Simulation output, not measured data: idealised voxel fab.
Process module name: voxel transistor to metal
The width of the displayed cross-section, cut, is 295 nm; its cells are square, with a size of 5 nm.
Reading order for cross-sections: top band down to bottom band. Underlying form: a grid of square cells. Band size: one or more rows of cells.
Heads up on the band format: heights come first, top then bottom, in nm. After that it's the materials left to right, each with its width in nm. A single material flagged "all across" fills the whole band edge to edge, and "blank" means there's empty space there.
Heights are expressed relative to 0, this being the level below which the as-received wafer comprises one material exclusively. The lowest band is unbounded in the downward direction and is denoted as in "0 and below".
Quick explanation for "30 to 40": the width changes in equal steps down the rows of cells, from the first number in the band's top row to the second number in its bottom row.
"nothing was modified", as given for a step, is the statement that not any cell of the cross-section underwent a change during that step.
Reported under the label "Cavities, closed" are the empty spaces having no open way to the top and comprising 8 cells or more; the notation for each is width x height at distance, in which the distance is measured from the left edge and all three values are in nm.
Where a step's line continues beyond its settings, the continuation is a remark by the simulator itself on that step.
Steps that use a mask can have "overlay nm" on their line. It says how far the mask sat to the right of where it was meant to be. Negative means to the left.

Plan
- 1: RECEIVE (material Si)
- 2: CONFORMAL_DEP (material SiO2; thk nm 5)
- 3: CONFORMAL_DEP (material SiN; thk nm 10)
- 4: MASKED_ETCH (tone cover; mask id ACTIVE; width nm 110; pitch nm 140; etch materials SiN; depth nm 10; overlay nm 0)
- 5: MASKED_ETCH (tone cover; mask id ACTIVE; width nm 110; pitch nm 140; etch materials SiO2; depth nm 5; overlay nm 0)
- 6: MASKED_ETCH (tone cover; mask id ACTIVE; width nm 110; pitch nm 140; etch materials Si; depth nm 20; overlay nm 0)
- 7: FILL_DEP (material SiO2; thk nm 5)
- 8: CMP (height nm 15)
- 9: SELECTIVE_ETCH (etch materials SiO2; depth nm 5)
- 10: STRIP (etch materials SiN)
- 11: SELECTIVE_ETCH (etch materials SiO2; depth nm 5)
- 12: OXIDIZE (depth nm 5)
- 13: DIRECTIONAL_DEP (material polySi; thk nm 30)
- 14: DIRECTIONAL_DEP (material SiCN; thk nm 10)
- 15: MASKED_ETCH (tone cover; mask id GATE; width nm 20; pitch nm 140; etch materials SiCN; depth nm 20; overlay nm 0)
- 16: MASKED_ETCH (tone cover; mask id GATE; width nm 20; pitch nm 140; etch materials polySi; depth nm 40; overlay nm 0)
- 17: CONFORMAL_DEP (material SiO2; thk nm 5)
- 18: DIRECTIONAL_ETCH (etch materials SiO2; depth nm 5)
- 19: CONFORMAL_DEP (material SiN; thk nm 10)
- 20: DIRECTIONAL_ETCH (etch materials SiN; depth nm 10)
- 21: DIRECTIONAL_ETCH (etch materials SiO2; depth nm 5)
- 22: DIRECTIONAL_ETCH (etch materials Si; depth nm 15)
- 23: EPI (material pSi; thk nm 15)
- 24: FILL_DEP (material SiO2; thk nm 10)
- 25: CMP (height nm 40)
- 26: DIRECTIONAL_DEP (material SiO2; thk nm 15)
- 27: PATTERN (tone open; mask id CONTACT; material resist; width nm 20; thk nm 20; overlay nm 0)
- 28: DIRECTIONAL_ETCH (etch materials SiO2; depth nm 45)
- 29: STRIP (etch materials resist)
- 30: CONFORMAL_DEP (material TiN; thk nm 5)
- 31: FILL_DEP (material Ru; thk nm 5)
- 32: CMP (height nm 55)
- 33: CONFORMAL_DEP (material SiCN; thk nm 5)
- 34: DIRECTIONAL_DEP (material SiO2; thk nm 20)
- 35: DIRECTIONAL_DEP (material aC; thk nm 10)
- 36: PATTERN (tone open; mask id METAL_1; material resist; width nm 20; thk nm 30; overlay nm 0)
- 37: DIRECTIONAL_ETCH (etch materials aC; depth nm 10)
- 38: STRIP (etch materials resist)
- 39: DIRECTIONAL_ETCH (etch materials SiO2; depth nm 20)
- 40: DIRECTIONAL_ETCH (etch materials SiCN; depth nm 5)
- 41: STRIP (etch materials aC)
- 42: CONFORMAL_DEP (material TiN; thk nm 5)
- 43: FILL_DEP (material Cu; thk nm 5)
- 44: CMP (height nm 80)
- 45: CONFORMAL_DEP (material SiCN; thk nm 5)

Wafer as received: cross-section following step 1
> 0 and below | Si all across
> Cavities, closed: none

Cross-sectional result after module completion. Note: starting condition and plan are unchanged from above; one processing mistake was made
> 85 down to 80 | SiCN all across
> 80 down to 60 | SiO2 25 nm  TiN 5 nm  Cu 10 nm  TiN 5 nm  SiO2 60 nm  TiN 5 nm  Cu 10 nm  TiN 5 nm  SiO2 40 nm  TiN 5 nm  Cu 10 nm  TiN 5 nm  SiO2 60 nm  TiN 5 nm  Cu 10 nm  TiN 5 nm  SiO2 30 nm
> 60 down to 55 | SiCN 25 nm  TiN 20 nm  SiCN 60 nm  TiN 20 nm  SiCN 40 nm  TiN 20 nm  SiCN 60 nm  TiN 20 nm  SiCN 30 nm
> 55 down to 45 | SiO2 25 nm  TiN 5 nm  Ru 10 nm  TiN 5 nm  SiO2 60 nm  TiN 5 nm  Ru 10 nm  TiN 5 nm  SiO2 40 nm  TiN 5 nm  Ru 10 nm  TiN 5 nm  SiO2 60 nm  TiN 5 nm  Ru 10 nm  TiN 5 nm  SiO2 30 nm
> 45 down to 40 | SiO2 25 nm  TiN 20 nm  SiO2 60 nm  TiN 20 nm  SiO2 40 nm  TiN 20 nm  SiO2 60 nm  TiN 20 nm  SiO2 30 nm
> 40 down to 35 | SiCN 65 nm  SiO2 5 nm  SiN 10 nm  SiO2 5 nm  SiCN 120 nm  SiO2 5 nm  SiN 10 nm  SiO2 5 nm  SiCN 70 nm
> 35 down to 30 | polySi 15 nm  SiCN 50 nm  SiO2 5 nm  SiN 10 nm  SiO2 5 nm  SiCN 50 nm  polySi 20 nm  SiCN 50 nm  SiO2 5 nm  SiN 10 nm  SiO2 5 nm  SiCN 50 nm  polySi 20 nm
> 30 down to 5 | polySi all across
> 5 down to 0 | SiO2 15 nm  polySi 120 nm  SiO2 20 nm  polySi 120 nm  SiO2 20 nm
> 0 down to -5 | SiO2 all across
> -5 down to -20 | SiO2 20 nm  Si 110 nm  SiO2 30 nm  Si 110 nm  SiO2 25 nm
> -20 and below | Si all across
> Cavities, closed: none
Run error: so step 15 ended up running with a different setting than we planned, it ran as MASKED_ETCH (tone open; mask id GATE; width nm 20; pitch nm 140; etch materials SiCN; depth nm 20; overlay nm 0)
